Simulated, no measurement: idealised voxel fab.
This section sets out a process module, namely voxel trench capacitor.
Cross-section cut: width 145 nm, square cells of 5 nm.
Cross-section = grid of square cells, listed top down in bands; band = one or more rows. First you get the band's top height and its bottom height, in nm, and then the materials it's made of, left to right, with each width in nm. If you see a single material with "edge to edge", that one covers the band edge to edge. "empty" is empty space. Heights are measured from 0, the level below which the as-received wafer is all one material; the lowest band has no bottom and continues downward, written as in "0..down". Read "30->40" as a graded width: first number on top, second number at the bottom, same change between each pair of neighbouring rows. Key: "remains unaltered" - step with no changed cell in the cross-section. For the entry "Completely enclosed voids", the listed items are empty spaces with no open way to the top whose size is 8 cells or more; each item follows the pattern width x height at distance, where distance is from the left edge and all three are in nm. If you see something after the settings on a step's line, that's the simulator's own remark about that step. When a step includes a mask, the "overlay nm" setting on its line states how far to the right of its planned place that mask lay, and negative values state how far to the left.

## The process steps that were planned are listed below
1) RECEIVE,material Si
2) CONFORMAL_DEP,material SiN,thk nm 10
3) MASKED_ETCH,tone open,mask id TRENCH,width nm 30,pitch nm 45,etch materials SiN,depth nm 10,overlay nm 0
4) MASKED_ETCH,tone open,mask id TRENCH,width nm 30,pitch nm 45,etch materials Si,depth nm 25,overlay nm 0
5) CONFORMAL_DEP,material Al2O3,thk nm 5
6) CONFORMAL_DEP,material TiN,thk nm 5
7) FILL_DEP,material W,thk nm 10
8) CMP,height nm 10

## So this is the incoming wafer in cross-section - it's already been through step 1
* 0..down  Si edge to edge
* Completely enclosed voids: none

## Post-module cross-section of the first of two wafers (run per plan)
* 10..0  SiN: 35; Al2O3: 5; TiN: 5; W: 10; TiN: 5; Al2O3: 5; SiN: 15; Al2O3: 5; TiN: 5; W: 10; TiN: 5; Al2O3: 5; SiN: 35
* 0..-15  Si: 35; Al2O3: 5; TiN: 5; W: 10; TiN: 5; Al2O3: 5; Si: 15; Al2O3: 5; TiN: 5; W: 10; TiN: 5; Al2O3: 5; Si: 35
* -15..-20  Si: 35; Al2O3: 5; TiN: 20; Al2O3: 5; Si: 15; Al2O3: 5; TiN: 20; Al2O3: 5; Si: 35
* -20..-25  Si: 35; Al2O3: 30; Si: 15; Al2O3: 30; Si: 35
* -25..down  Si edge to edge
* Completely enclosed voids: none

## Cross-section at end of module for the second wafer of two, which matched the first in starting point and plan and differed by one mistake in its processing
* 10..0  SiN: 35; Al2O3: 5; TiN: 5; W: 10; TiN: 5; Al2O3: 5; SiN: 15; Al2O3: 5; TiN: 5; W: 10; TiN: 5; Al2O3: 5; SiN: 35
* 0..-25  Si: 35; Al2O3: 5; TiN: 5; W: 10; TiN: 5; Al2O3: 5; Si: 15; Al2O3: 5; TiN: 5; W: 10; TiN: 5; Al2O3: 5; Si: 35
* -25..-30  Si: 35; Al2O3: 5; TiN: 20; Al2O3: 5; Si: 15; Al2O3: 5; TiN: 20; Al2O3: 5; Si: 35
* -30..-35  Si: 35; Al2O3: 30; Si: 15; Al2O3: 30; Si: 35
* -35..down  Si edge to edge
* Completely enclosed voids: none
what went wrong: step 4 went in with a setting other than planned; the actual run was MASKED_ETCH,tone open,mask id TRENCH,width nm 30,pitch nm 45,etch materials Si,depth nm 35,overlay nm 0
Final comparison by cell count, materials where the second wafer has more or fewer than the first: 8 more of Al2O3; 24 fewer of Si; 8 more of TiN; 8 more of W
